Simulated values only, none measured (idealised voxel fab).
This section sets out a process module, namely voxel spacer lines.
We display cut, a cross-section 265 nm in width whose square cells are each 5 nm.
If you're reading a cross-section in this doc, picture square cells in a grid; it comes to you as bands, top ones listed first down to the bottom, and a band can be one or more rows of cells.
A band entry consists of two parts. The first gives the height of the band's top and the height of its bottom, in nm. The rest lists the band's materials from left to right, each with its width in nm. A single material labelled with the word "edge to edge" fills the band from edge to edge, and the word "empty" marks empty space.
For the purposes of this specification, 0 denotes the height below which the wafer in its as-received condition is composed wholly of one material, and the lowermost band, lacking a lower limit, extends downward without end, as expressed in "0 and below".
The width entry "30 to 40" should be interpreted row by row: the top row of cells in the band takes the first number, the bottom row takes the second number, and the change between adjacent rows is uniform throughout.
Step note "no alteration" = no cross-section cell changed.
This entry, "Voids, sealed", enumerates those empty regions of no fewer than 8 cells that possess no open connection to the top. Each region is reported in the form width x height at distance, the distance being taken from the left edge, with all three quantities expressed in nm.
It should be noted that, on the line of a given step, the content following the step's settings is a remark produced by the simulator itself with respect to that step.
overlay nm: where the mask lay relative to plan, measured to the right, on steps with a mask; negatives go left.
SO HERE'S THE LINEUP OF PROCESS STEPS WE PLANNED
1,RECEIVE [material Si]
2,CONFORMAL_DEP [material Al2O3] [thk nm 10]
3,DIRECTIONAL_DEP [material W] [thk nm 10]
4,DIRECTIONAL_DEP [material polySi] [thk nm 25]
5,PATTERN [tone cover] [mask id MANDREL] [material resist] [width nm 20] [pitch nm 70] [thk nm 30] [overlay nm 0]
6,DIRECTIONAL_ETCH [etch materials polySi] [depth nm 25]
7,STRIP [etch materials resist]
8,CONFORMAL_DEP [material SiO2] [thk nm 15]
9,DIRECTIONAL_ETCH [etch materials SiO2] [depth nm 15]
10,STRIP [etch materials polySi]
11,DIRECTIONAL_ETCH [etch materials W] [depth nm 10]
12,STRIP [etch materials SiO2]
FIRST OF TWO WAFERS, PROCESSED ACCORDING TO PLAN
DELIVERED WAFER IN CROSS-SECTION: STATE AFTER STEP 1
    0 and below  Si edge to edge
    Voids, sealed: none
CROSS-SECTION OF THE WAFER SUBSEQUENT TO STEP 2
    10 down to 0  Al2O3 edge to edge
    Below 0, no change.
CROSS-SECTION OF THE WAFER SUBSEQUENT TO STEP 3
    20 down to 10  W edge to edge
    Below 10, no change.
CROSS-SECTION OF THE WAFER SUBSEQUENT TO STEP 4
    45 down to 20  polySi edge to edge
    Below 20, no change.
CROSS-SECTION OF THE WAFER SUBSEQUENT TO STEP 5
    75 down to 45  empty 85 / resist 20 / empty 50 / resist 20 / empty 90
    Below 45, no change.
CROSS-SECTION OF THE WAFER SUBSEQUENT TO STEP 6
    75 down to 45  empty 85 / resist 20 / empty 50 / resist 20 / empty 90
    45 down to 20  empty 85 / polySi 20 / empty 50 / polySi 20 / empty 90
    Below 20, no change.
CROSS-SECTION OF THE WAFER SUBSEQUENT TO STEP 7
    45 down to 20  empty 85 / polySi 20 / empty 50 / polySi 20 / empty 90
    Below 20, no change.
CROSS-SECTION OF THE WAFER SUBSEQUENT TO STEP 8
    60 down to 45  empty 70 / SiO2 50 / empty 20 / SiO2 50 / empty 75
    45 down to 35  empty 70 / SiO2 15 / polySi 20 / SiO2 15 / empty 20 / SiO2 15 / polySi 20 / SiO2 15 / empty 75
    35 down to 20  SiO2 85 / polySi 20 / SiO2 50 / polySi 20 / SiO2 90
    Below 20, no change.
CROSS-SECTION OF THE WAFER SUBSEQUENT TO STEP 9
    45 down to 20  empty 70 / SiO2 15 / polySi 20 / SiO2 15 / empty 20 / SiO2 15 / polySi 20 / SiO2 15 / empty 75
    Below 20, no change.
CROSS-SECTION OF THE WAFER SUBSEQUENT TO STEP 10
    45 down to 20  empty 70 / SiO2 15 / empty 20 / SiO2 15 / empty 20 / SiO2 15 / empty 20 / SiO2 15 / empty 75
    Below 20, no change.
CROSS-SECTION OF THE WAFER SUBSEQUENT TO STEP 11
    45 down to 20  empty 70 / SiO2 15 / empty 20 / SiO2 15 / empty 20 / SiO2 15 / empty 20 / SiO2 15 / empty 75
    20 down to 10  empty 70 / W 15 / empty 20 / W 15 / empty 20 / W 15 / empty 20 / W 15 / empty 75
    Below 10, no change.
CROSS-SECTION OF THE WAFER SUBSEQUENT TO STEP 12
    20 down to 10  empty 70 / W 15 / empty 20 / W 15 / empty 20 / W 15 / empty 20 / W 15 / empty 75
    Below 10, no change.
COMPANION WAFER, THE SECOND OF TWO: SAME BEGINNING, SAME INTENDED SEQUENCE, ONE MISTAKE IN CARRYING IT OUT; THROUGH STEP 1 INCLUSIVE IT TRACKS THE FIRST EXACTLY
LOOK AT THE SECOND WAFER IN CROSS-SECTION AT THE TIME STEP 2 OUGHT TO HAVE FINISHED
    10 down to 0  W edge to edge
    Below 0, no change.
LOOK AT THE SECOND WAFER IN CROSS-SECTION AT THE TIME STEP 3 OUGHT TO HAVE FINISHED
    20 down to 10  Al2O3 edge to edge
    Below 10, no change.
LOOK AT THE SECOND WAFER IN CROSS-SECTION AT THE TIME STEP 4 OUGHT TO HAVE FINISHED
    45 down to 20  polySi edge to edge
    Below 20, no change.
LOOK AT THE SECOND WAFER IN CROSS-SECTION AT THE TIME STEP 5 OUGHT TO HAVE FINISHED
    75 down to 45  empty 85 / resist 20 / empty 50 / resist 20 / empty 90
    Below 45, no change.
LOOK AT THE SECOND WAFER IN CROSS-SECTION AT THE TIME STEP 6 OUGHT TO HAVE FINISHED
    75 down to 45  empty 85 / resist 20 / empty 50 / resist 20 / empty 90
    45 down to 20  empty 85 / polySi 20 / empty 50 / polySi 20 / empty 90
    Below 20, no change.
LOOK AT THE SECOND WAFER IN CROSS-SECTION AT THE TIME STEP 7 OUGHT TO HAVE FINISHED
    45 down to 20  empty 85 / polySi 20 / empty 50 / polySi 20 / empty 90
    Below 20, no change.
LOOK AT THE SECOND WAFER IN CROSS-SECTION AT THE TIME STEP 8 OUGHT TO HAVE FINISHED
    60 down to 45  empty 70 / SiO2 50 / empty 20 / SiO2 50 / empty 75
    45 down to 35  empty 70 / SiO2 15 / polySi 20 / SiO2 15 / empty 20 / SiO2 15 / polySi 20 / SiO2 15 / empty 75
    35 down to 20  SiO2 85 / polySi 20 / SiO2 50 / polySi 20 / SiO2 90
    Below 20, no change.
LOOK AT THE SECOND WAFER IN CROSS-SECTION AT THE TIME STEP 9 OUGHT TO HAVE FINISHED
    45 down to 20  empty 70 / SiO2 15 / polySi 20 / SiO2 15 / empty 20 / SiO2 15 / polySi 20 / SiO2 15 / empty 75
    Below 20, no change.
LOOK AT THE SECOND WAFER IN CROSS-SECTION AT THE TIME STEP 10 OUGHT TO HAVE FINISHED
    45 down to 20  empty 70 / SiO2 15 / empty 20 / SiO2 15 / empty 20 / SiO2 15 / empty 20 / SiO2 15 / empty 75
    Below 20, no change.
Look at the second wafer in cross-section at the time step 11 ought to have finished: no alteration
LOOK AT THE SECOND WAFER IN CROSS-SECTION AT THE TIME STEP 12 OUGHT TO HAVE FINISHED
    20 down to 10  Al2O3 edge to edge
    Below 10, no change.
The mistake made against the process plan was this: steps 2 and 3 were swapped
Count the cells at the end and the second wafer has more or fewer of some materials than the first: W +82
